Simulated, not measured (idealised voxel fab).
process module | voxel gate over fins
cross-section cut | 230 nm wide | cells 5 nm
A cross-section is a grid of square cells, given in bands from the top down. A band is one or more rows of cells.
Each band's line starts with the height of the band's top and of its bottom, in nm. Then come its materials from left to right, each with its width in nm. One material with "throughout" fills the band from edge to edge. "air" is empty space.
Height 0 is the level under which the wafer as received is all one material. The lowest band goes on downwards, as in "0 down".
A width such as "30 to 40" changes by the same amount from each row of cells to the next, from the band's top row to its bottom row.
"no change" after a step means that no cell of the cross-section changed.
closed voids: empty space of 8 cells or more with no open way to the top, each as width x height at its distance from the left edge, in nm
after a step's settings: what the simulator itself notes on the step
overlay nm, on a step with a mask: how far to the right of its planned place the mask lay; to the left if negative
plan
1 op RECEIVE | material Si
2 op CONFORMAL_DEP | material SiN | thk nm 10
3 op PATTERN | tone cover | mask id FINS | material resist | width nm 15 | pitch nm 40 | thk nm 15 | overlay nm 0
4 op DIRECTIONAL_ETCH | etch materials SiN | depth nm 10
5 op DIRECTIONAL_ETCH | etch materials Si | depth nm 35
6 op STRIP | etch materials resist
7 op FILL_DEP | material SiO2 | thk nm 5
8 op CMP | height nm 10
9 op SELECTIVE_ETCH | etch materials SiO2 | depth nm 20
10 op STRIP | etch materials SiN
11 op CONFORMAL_DEP | material HfO2 | thk nm 5
12 op CONFORMAL_DEP | material TiN | thk nm 5
13 op CONFORMAL_DEP | material TiAl | thk nm 5
14 op CONFORMAL_DEP | material TiN | thk nm 5
15 op FILL_DEP | material W | thk nm 15
16 op CMP | height nm 30
17 op CONFORMAL_DEP | material SiCN | thk nm 5
first wafer, as planned
as received, after step 1
  0 down: Si throughout
  closed voids: none
after step 2
  10 to 0: SiN throughout
  below 0: unchanged
after step 3
  25 to 10: air 65 | resist 15 | air 25 | resist 15 | air 25 | resist 15 | air 70
  below 10: unchanged
after step 4
  25 to 10: air 65 | resist 15 | air 25 | resist 15 | air 25 | resist 15 | air 70
  10 to 0: air 65 | SiN 15 | air 25 | SiN 15 | air 25 | SiN 15 | air 70
  below 0: unchanged
after step 5
  25 to 10: air 65 | resist 15 | air 25 | resist 15 | air 25 | resist 15 | air 70
  10 to 0: air 65 | SiN 15 | air 25 | SiN 15 | air 25 | SiN 15 | air 70
  0 to -35: air 65 | Si 15 | air 25 | Si 15 | air 25 | Si 15 | air 70
  below -35: unchanged
after step 6
  10 to 0: air 65 | SiN 15 | air 25 | SiN 15 | air 25 | SiN 15 | air 70
  below 0: unchanged
after step 7
  15 to 10: SiO2 throughout
  10 to 0: SiO2 65 | SiN 15 | SiO2 25 | SiN 15 | SiO2 25 | SiN 15 | SiO2 70
  0 to -35: SiO2 65 | Si 15 | SiO2 25 | Si 15 | SiO2 25 | Si 15 | SiO2 70
  below -35: unchanged
after step 8
  10 to 0: SiO2 65 | SiN 15 | SiO2 25 | SiN 15 | SiO2 25 | SiN 15 | SiO2 70
  below 0: unchanged
after step 9
  10 to 0: air 65 | SiN 15 | air 25 | SiN 15 | air 25 | SiN 15 | air 70
  0 to -10: air 65 | Si 15 | air 25 | Si 15 | air 25 | Si 15 | air 70
  below -10: unchanged
after step 10
  0 to -10: air 65 | Si 15 | air 25 | Si 15 | air 25 | Si 15 | air 70
  below -10: unchanged
after step 11
  5 to 0: air 60 | HfO2 25 | air 15 | HfO2 25 | air 15 | HfO2 25 | air 65
  0 to -5: air 60 | HfO2 5 | Si 15 | HfO2 5 | air 15 | HfO2 5 | Si 15 | HfO2 5 | air 15 | HfO2 5 | Si 15 | HfO2 5 | air 65
  -5 to -10: HfO2 65 | Si 15 | HfO2 25 | Si 15 | HfO2 25 | Si 15 | HfO2 70
  below -10: unchanged
after step 12
  10 to 5: air 55 | TiN 35 | air 5 | TiN 35 | air 5 | TiN 35 | air 60
  5 to 0: air 55 | TiN 5 | HfO2 25 | TiN 5 | air 5 | TiN 5 | HfO2 25 | TiN 5 | air 5 | TiN 5 | HfO2 25 | TiN 5 | air 60
  0 to -5: TiN 60 | HfO2 5 | Si 15 | HfO2 5 | TiN 15 | HfO2 5 | Si 15 | HfO2 5 | TiN 15 | HfO2 5 | Si 15 | HfO2 5 | TiN 65
  below -5: unchanged
after step 13
  15 to 10: air 50 | TiAl 125 | air 55
  10 to 5: air 50 | TiAl 5 | TiN 35 | TiAl 5 | TiN 35 | TiAl 5 | TiN 35 | TiAl 5 | air 55
  5 to 0: TiAl 55 | TiN 5 | HfO2 25 | TiN 5 | TiAl 5 | TiN 5 | HfO2 25 | TiN 5 | TiAl 5 | TiN 5 | HfO2 25 | TiN 5 | TiAl 60
  below 0: unchanged
after step 14
  20 to 15: air 45 | TiN 135 | air 50
  15 to 10: air 45 | TiN 5 | TiAl 125 | TiN 5 | air 50
  10 to 5: TiN 50 | TiAl 5 | TiN 35 | TiAl 5 | TiN 35 | TiAl 5 | TiN 35 | TiAl 5 | TiN 55
  below 5: unchanged
after step 15
  35 to 20: W throughout
  20 to 15: W 45 | TiN 135 | W 50
  15 to 10: W 45 | TiN 5 | TiAl 125 | TiN 5 | W 50
  below 10: unchanged
after step 16
  30 to 20: W throughout
  below 20: unchanged
after step 17
  35 to 30: SiCN throughout
  below 30: unchanged
second wafer: like start, like plan, one mistake. Through step 8 it matches the first wafer
when step 9 should have ended
  10 to 0: air 65 | SiN 15 | air 25 | SiN 15 | air 25 | SiN 15 | air 70
  0 to -30: air 65 | Si 15 | air 25 | Si 15 | air 25 | Si 15 | air 70
  below -30: unchanged
when step 10 should have ended
  0 to -30: air 65 | Si 15 | air 25 | Si 15 | air 25 | Si 15 | air 70
  below -30: unchanged
when step 11 should have ended
  5 to 0: air 60 | HfO2 25 | air 15 | HfO2 25 | air 15 | HfO2 25 | air 65
  0 to -25: air 60 | HfO2 5 | Si 15 | HfO2 5 | air 15 | HfO2 5 | Si 15 | HfO2 5 | air 15 | HfO2 5 | Si 15 | HfO2 5 | air 65
  -25 to -30: HfO2 65 | Si 15 | HfO2 25 | Si 15 | HfO2 25 | Si 15 | HfO2 70
  below -30: unchanged
when step 12 should have ended
  10 to 5: air 55 | TiN 35 | air 5 | TiN 35 | air 5 | TiN 35 | air 60
  5 to 0: air 55 | TiN 5 | HfO2 25 | TiN 5 | air 5 | TiN 5 | HfO2 25 | TiN 5 | air 5 | TiN 5 | HfO2 25 | TiN 5 | air 60
  0 to -20: air 55 | TiN 5 | HfO2 5 | Si 15 | HfO2 5 | TiN 5 | air 5 | TiN 5 | HfO2 5 | Si 15 | HfO2 5 | TiN 5 | air 5 | TiN 5 | HfO2 5 | Si 15 | HfO2 5 | TiN 5 | air 60
  -20 to -25: TiN 60 | HfO2 5 | Si 15 | HfO2 5 | TiN 15 | HfO2 5 | Si 15 | HfO2 5 | TiN 15 | HfO2 5 | Si 15 | HfO2 5 | TiN 65
  below -25: unchanged
when step 13 should have ended
  15 to 10: air 50 | TiAl 125 | air 55
  10 to 5: air 50 | TiAl 5 | TiN 35 | TiAl 5 | TiN 35 | TiAl 5 | TiN 35 | TiAl 5 | air 55
  5 to 0: air 50 | TiAl 5 | TiN 5 | HfO2 25 | TiN 5 | TiAl 5 | TiN 5 | HfO2 25 | TiN 5 | TiAl 5 | TiN 5 | HfO2 25 | TiN 5 | TiAl 5 | air 55
  0 to -15: air 50 | TiAl 5 | TiN 5 | HfO2 5 | Si 15 | HfO2 5 | TiN 5 | TiAl 5 | TiN 5 | HfO2 5 | Si 15 | HfO2 5 | TiN 5 | TiAl 5 | TiN 5 | HfO2 5 | Si 15 | HfO2 5 | TiN 5 | TiAl 5 | air 55
  -15 to -20: TiAl 55 | TiN 5 | HfO2 5 | Si 15 | HfO2 5 | TiN 5 | TiAl 5 | TiN 5 | HfO2 5 | Si 15 | HfO2 5 | TiN 5 | TiAl 5 | TiN 5 | HfO2 5 | Si 15 | HfO2 5 | TiN 5 | TiAl 60
  below -20: unchanged
when step 14 should have ended
  20 to 15: air 45 | TiN 135 | air 50
  15 to 10: air 45 | TiN 5 | TiAl 125 | TiN 5 | air 50
  10 to 5: air 45 | TiN 5 | TiAl 5 | TiN 35 | TiAl 5 | TiN 35 | TiAl 5 | TiN 35 | TiAl 5 | TiN 5 | air 50
  5 to 0: air 45 | TiN 5 | TiAl 5 | TiN 5 | HfO2 25 | TiN 5 | TiAl 5 | TiN 5 | HfO2 25 | TiN 5 | TiAl 5 | TiN 5 | HfO2 25 | TiN 5 | TiAl 5 | TiN 5 | air 50
  0 to -10: air 45 | TiN 5 | TiAl 5 | TiN 5 | HfO2 5 | Si 15 | HfO2 5 | TiN 5 | TiAl 5 | TiN 5 | HfO2 5 | Si 15 | HfO2 5 | TiN 5 | TiAl 5 | TiN 5 | HfO2 5 | Si 15 | HfO2 5 | TiN 5 | TiAl 5 | TiN 5 | air 50
  -10 to -15: TiN 50 | TiAl 5 | TiN 5 | HfO2 5 | Si 15 | HfO2 5 | TiN 5 | TiAl 5 | TiN 5 | HfO2 5 | Si 15 | HfO2 5 | TiN 5 | TiAl 5 | TiN 5 | HfO2 5 | Si 15 | HfO2 5 | TiN 5 | TiAl 5 | TiN 55
  below -15: unchanged
when step 15 should have ended
  35 to 20: W throughout
  20 to 15: W 45 | TiN 135 | W 50
  15 to 10: W 45 | TiN 5 | TiAl 125 | TiN 5 | W 50
  10 to 5: W 45 | TiN 5 | TiAl 5 | TiN 35 | TiAl 5 | TiN 35 | TiAl 5 | TiN 35 | TiAl 5 | TiN 5 | W 50
  5 to 0: W 45 | TiN 5 | TiAl 5 | TiN 5 | HfO2 25 | TiN 5 | TiAl 5 | TiN 5 | HfO2 25 | TiN 5 | TiAl 5 | TiN 5 | HfO2 25 | TiN 5 | TiAl 5 | TiN 5 | W 50
  0 to -10: W 45 | TiN 5 | TiAl 5 | TiN 5 | HfO2 5 | Si 15 | HfO2 5 | TiN 5 | TiAl 5 | TiN 5 | HfO2 5 | Si 15 | HfO2 5 | TiN 5 | TiAl 5 | TiN 5 | HfO2 5 | Si 15 | HfO2 5 | TiN 5 | TiAl 5 | TiN 5 | W 50
  below -10: unchanged
when step 16 should have ended
  30 to 20: W throughout
  below 20: unchanged
when step 17 should have ended
  35 to 30: SiCN throughout
  below 30: unchanged
what went wrong: step 9 was run twice
at the end the second wafer has, in cells: 24 more of HfO2 | 148 fewer of SiO2 | 16 more of TiAl | 32 more of TiN | 76 more of W
